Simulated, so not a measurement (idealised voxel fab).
Process module name: voxel capacitor over wiring
The width of the displayed cross-section, cut, is 275 nm; its cells are square, with a size of 5 nm.
Cross-section, as written here: a square-cell grid given band by band from the top down, where a band holds one or more rows of cells. The band entry comprises the height of the band's top followed by the height of its bottom, expressed in nm, and subsequently the band's materials from left to right, each stated together with its width in nm. Where a single material is marked with the word "everywhere", that material fills the band from edge to edge. The word "air" represents empty space. Where do heights start? At 0: under that level the wafer as delivered is made of one material only. And the lowest band has no floor; it just carries on downward, as in "0..down". A width given as "30 to 40" starts at the first number in the band's top row and ends at the second number in its bottom row, shifting by an equal amount at every step from row to row. A step reported as "nothing changed" is a step in which no cell of the cross-section changed. Empty spaces without an open route to the top, at least 8 cells in extent, make up the entry "Closed void catalog"; each is given as width x height at distance, where the distance is measured from the left edge, and all are in nm. Heads up: the bit after the settings on a step's line is the simulator's remark on that step. The optional step-line setting "overlay nm" applies to steps with a mask and quantifies how far to the right of its planned location the mask lay, a negative value indicating leftward placement.

### The planned process steps are enumerated hereunder
1 RECEIVE (material Si)
2 CONFORMAL_DEP (material SiO2; thk nm 15)
3 DIRECTIONAL_DEP (material TiN; thk nm 5)
4 DIRECTIONAL_DEP (material W; thk nm 15)
5 MASKED_ETCH (tone cover; mask id METAL_1; width nm 30; pitch nm 100; etch materials W; depth nm 15; overlay nm 0)
6 MASKED_ETCH (tone cover; mask id METAL_1; width nm 30; pitch nm 100; etch materials TiN; depth nm 5; overlay nm 0)
7 FILL_DEP (material SiO2; thk nm 10)
8 CMP (height nm 35)
9 CONFORMAL_DEP (material SiCN; thk nm 5)
10 DIRECTIONAL_DEP (material lowk; thk nm 10)
11 PATTERN (tone open; mask id PLUG_1; material resist; width nm 15; thk nm 15; overlay nm 0)
12 DIRECTIONAL_ETCH (etch materials lowk; depth nm 10)
13 DIRECTIONAL_ETCH (etch materials SiCN; depth nm 5)
14 STRIP (etch materials resist)
15 EPI (material Ru; thk nm 10)
16 EPI (material Ru; thk nm 5)
17 DIRECTIONAL_DEP (material TiN; thk nm 10)
18 DIRECTIONAL_DEP (material SiN; thk nm 5)
19 DIRECTIONAL_DEP (material TiN; thk nm 5)
20 DIRECTIONAL_DEP (material aC; thk nm 10)
21 PATTERN (tone cover; mask id UPPER_PLATE; material resist; width nm 75; thk nm 25; overlay nm 0)
22 DIRECTIONAL_ETCH (etch materials aC; depth nm 10)
23 STRIP (etch materials resist)
24 DIRECTIONAL_ETCH (etch materials TiN; depth nm 5)
25 DIRECTIONAL_ETCH (etch materials SiN; depth nm 5)
26 STRIP (etch materials aC)
27 MASKED_ETCH (tone cover; mask id LOWER_PLATE; width nm 85; etch materials TiN; depth nm 10; overlay nm 0)
28 FILL_DEP (material SiO2; thk nm 20)
29 CMP (height nm 85)
30 MASKED_ETCH (tone open; mask id PLUG_2; width nm 15; etch materials SiO2; depth nm 15; overlay nm 0)
31 CONFORMAL_DEP (material TiN; thk nm 5)
32 FILL_DEP (material Ru; thk nm 5)
33 CMP (height nm 85)
34 CONFORMAL_DEP (material SiN; thk nm 5)

### So this is the incoming wafer in cross-section - it's already been through step 1
	0..down | Si everywhere
	Closed void catalog: none

### Post-module cross-section: identical start and plan to those above, one misstep in execution
	90..85 | SiN everywhere
	85..75 | 95 nm SiO2  15 to 65 nm TiN  165 to 115 nm SiO2
	75..70 | 95 nm SiO2  5 nm TiN  60 nm SiN  115 nm SiO2
	70..65 | 80 nm SiO2  5 nm TiN  15 nm SiO2  65 nm TiN  110 nm SiO2
	65..60 | 80 nm SiO2  85 nm TiN  110 nm SiO2
	60..55 | 85 nm lowk  15 nm SiN  175 nm lowk
	55..50 | 85 nm lowk  15 nm TiN  175 nm lowk
	50..45 | 85 nm SiCN  15 nm TiN  175 nm SiCN
	45..35 | SiCN everywhere
	35..20 | 70 nm SiO2  30 nm W  70 nm SiO2  30 nm W  75 nm SiO2
	20..15 | 70 nm SiO2  30 nm TiN  70 nm SiO2  30 nm TiN  75 nm SiO2
	15..0 | SiO2 everywhere
	0..down | Si everywhere
	Closed void catalog: none
What went wrong in running the wafer? step 9 deviated from plan and actually ran as CONFORMAL_DEP (material SiCN; thk nm 15)
